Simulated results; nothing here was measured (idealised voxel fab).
Documented hereafter: the process module known as voxel spacer lines.
Square cells of 5 nm make up the cross-section cut, whose width is 175 nm.
Each cross-section below is a grid of square cells, stated as bands in top-down order, with one or more rows of cells making up each band.
Band: top height; bottom height; in nm. Then, left to right: material with width in nm, for each material. "all across": a single material spanning edge to edge. "empty": empty space.
Height 0 is the level under which the wafer as received is all one material. The lowest band goes on downwards, as in "z 0 and below".
It should be noted that a width expressed as "30..40" varies in equal increments from row to row of cells within the band, taking the value of the first number at the top row and that of the second number at the bottom row.
"nothing was modified" -> step changed no cross-section cell.
"Enclosed empty spaces" contains a list of empty spaces, each no smaller than 8 cells and without an open way to the top, written in the form width x height at distance with the distance from the left edge and all three in nm.
after a step's settings: what the simulator itself notes on the step
Steps that use a mask can have "overlay nm" on their line. It says how far the mask sat to the right of where it was meant to be. Negative means to the left.

# Listed below are the process steps as planned
1. RECEIVE with material Si
2. CONFORMAL_DEP with material Al2O3, thk nm 10
3. DIRECTIONAL_DEP with material polySi, thk nm 20
4. DIRECTIONAL_DEP with material aC, thk nm 30
5. PATTERN with tone cover, mask id MANDREL, material resist, width nm 20, pitch nm 60, thk nm 40, overlay nm 0
6. DIRECTIONAL_ETCH with etch materials aC, depth nm 30
7. STRIP with etch materials resist
8. CONFORMAL_DEP with material SiN, thk nm 10
9. DIRECTIONAL_ETCH with etch materials SiN, depth nm 10
10. STRIP with etch materials aC
11. DIRECTIONAL_ETCH with etch materials polySi, depth nm 20
12. STRIP with etch materials SiN
13. FILL_DEP with material SiO2, thk nm 5
14. CMP with height nm 30

# Run as planned: first of two wafers

# As-received wafer cross-section (after step 1)
z 0 and below  Si all across
Enclosed empty spaces: none

# Cross-section through the wafer, step 2 finished
z 10 to 0  Al2O3 all across
For the remainder of the cross-section, below 0, there is no change.

# Cross-section through the wafer, step 3 finished
z 30 to 10  polySi all across
For the remainder of the cross-section, below 10, there is no change.

# Cross-section through the wafer, step 4 finished
z 60 to 30  aC all across
For the remainder of the cross-section, below 30, there is no change.

# Cross-section through the wafer, step 5 finished
z 100 to 60  45 empty | 20 resist | 40 empty | 20 resist | 50 empty
For the remainder of the cross-section, below 60, there is no change.

# Cross-section through the wafer, step 6 finished
z 70 to 60  45 empty | 20 resist | 40 empty | 20 resist | 50 empty
z 60 to 30  45 empty | 20 aC | 40 empty | 20 aC | 50 empty
For the remainder of the cross-section, below 30, there is no change.

# Cross-section through the wafer, step 7 finished
z 60 to 30  45 empty | 20 aC | 40 empty | 20 aC | 50 empty
For the remainder of the cross-section, below 30, there is no change.

# Cross-section through the wafer, step 8 finished
z 70 to 60  35 empty | 40 SiN | 20 empty | 40 SiN | 40 empty
z 60 to 40  35 empty | 10 SiN | 20 aC | 10 SiN | 20 empty | 10 SiN | 20 aC | 10 SiN | 40 empty
z 40 to 30  45 SiN | 20 aC | 40 SiN | 20 aC | 50 SiN
For the remainder of the cross-section, below 30, there is no change.

# Cross-section through the wafer, step 9 finished
z 60 to 30  35 empty | 10 SiN | 20 aC | 10 SiN | 20 empty | 10 SiN | 20 aC | 10 SiN | 40 empty
For the remainder of the cross-section, below 30, there is no change.

# Cross-section through the wafer, step 10 finished
z 60 to 30  35 empty | 10 SiN | 20 empty | 10 SiN | 20 empty | 10 SiN | 20 empty | 10 SiN | 40 empty
For the remainder of the cross-section, below 30, there is no change.

# Cross-section through the wafer, step 11 finished
z 60 to 30  35 empty | 10 SiN | 20 empty | 10 SiN | 20 empty | 10 SiN | 20 empty | 10 SiN | 40 empty
z 30 to 10  35 empty | 10 polySi | 20 empty | 10 polySi | 20 empty | 10 polySi | 20 empty | 10 polySi | 40 empty
For the remainder of the cross-section, below 10, there is no change.

# Cross-section through the wafer, step 12 finished
z 30 to 10  35 empty | 10 polySi | 20 empty | 10 polySi | 20 empty | 10 polySi | 20 empty | 10 polySi | 40 empty
For the remainder of the cross-section, below 10, there is no change.

# Cross-section through the wafer, step 13 finished
z 35 to 30  SiO2 all across
z 30 to 10  35 SiO2 | 10 polySi | 20 SiO2 | 10 polySi | 20 SiO2 | 10 polySi | 20 SiO2 | 10 polySi | 40 SiO2
For the remainder of the cross-section, below 10, there is no change.

# Cross-section through the wafer, step 14 finished
z 30 to 10  35 SiO2 | 10 polySi | 20 SiO2 | 10 polySi | 20 SiO2 | 10 polySi | 20 SiO2 | 10 polySi | 40 SiO2
For the remainder of the cross-section, below 10, there is no change.

# second wafer: like start, like plan, one mistake. Through step 4 it matches the first wafer

# Cross-section, second wafer, at the end time the plan gives for step 5
z 100 to 60  55 empty | 20 resist | 40 empty | 20 resist | 40 empty
For the remainder of the cross-section, below 60, there is no change.

# Cross-section, second wafer, at the end time the plan gives for step 6
z 70 to 60  55 empty | 20 resist | 40 empty | 20 resist | 40 empty
z 60 to 30  55 empty | 20 aC | 40 empty | 20 aC | 40 empty
For the remainder of the cross-section, below 30, there is no change.

# Cross-section, second wafer, at the end time the plan gives for step 7
z 60 to 30  55 empty | 20 aC | 40 empty | 20 aC | 40 empty
For the remainder of the cross-section, below 30, there is no change.

# Cross-section, second wafer, at the end time the plan gives for step 8
z 70 to 60  45 empty | 40 SiN | 20 empty | 40 SiN | 30 empty
z 60 to 40  45 empty | 10 SiN | 20 aC | 10 SiN | 20 empty | 10 SiN | 20 aC | 10 SiN | 30 empty
z 40 to 30  55 SiN | 20 aC | 40 SiN | 20 aC | 40 SiN
For the remainder of the cross-section, below 30, there is no change.

# Cross-section, second wafer, at the end time the plan gives for step 9
z 60 to 30  45 empty | 10 SiN | 20 aC | 10 SiN | 20 empty | 10 SiN | 20 aC | 10 SiN | 30 empty
For the remainder of the cross-section, below 30, there is no change.

# Cross-section, second wafer, at the end time the plan gives for step 10
z 60 to 30  45 empty | 10 SiN | 20 empty | 10 SiN | 20 empty | 10 SiN | 20 empty | 10 SiN | 30 empty
For the remainder of the cross-section, below 30, there is no change.

# Cross-section, second wafer, at the end time the plan gives for step 11
z 60 to 30  45 empty | 10 SiN | 20 empty | 10 SiN | 20 empty | 10 SiN | 20 empty | 10 SiN | 30 empty
z 30 to 10  45 empty | 10 polySi | 20 empty | 10 polySi | 20 empty | 10 polySi | 20 empty | 10 polySi | 30 empty
For the remainder of the cross-section, below 10, there is no change.

# Cross-section, second wafer, at the end time the plan gives for step 12
z 30 to 10  45 empty | 10 polySi | 20 empty | 10 polySi | 20 empty | 10 polySi | 20 empty | 10 polySi | 30 empty
For the remainder of the cross-section, below 10, there is no change.

# Cross-section, second wafer, at the end time the plan gives for step 13
z 35 to 30  SiO2 all across
z 30 to 10  45 SiO2 | 10 polySi | 20 SiO2 | 10 polySi | 20 SiO2 | 10 polySi | 20 SiO2 | 10 polySi | 30 SiO2
For the remainder of the cross-section, below 10, there is no change.

# Cross-section, second wafer, at the end time the plan gives for step 14
z 30 to 10  45 SiO2 | 10 polySi | 20 SiO2 | 10 polySi | 20 SiO2 | 10 polySi | 20 SiO2 | 10 polySi | 30 SiO2
For the remainder of the cross-section, below 10, there is no change.
So what did we get wrong on this run? step 5 was run on a setting that differed from the plan, and what really ran there is PATTERN with tone cover, mask id MANDREL, material resist, width nm 20, pitch nm 60, thk nm 40, overlay nm 10
Same inventory, different map: at the end, the second wafer holds as many cells of each material as the first, placed elsewhere.
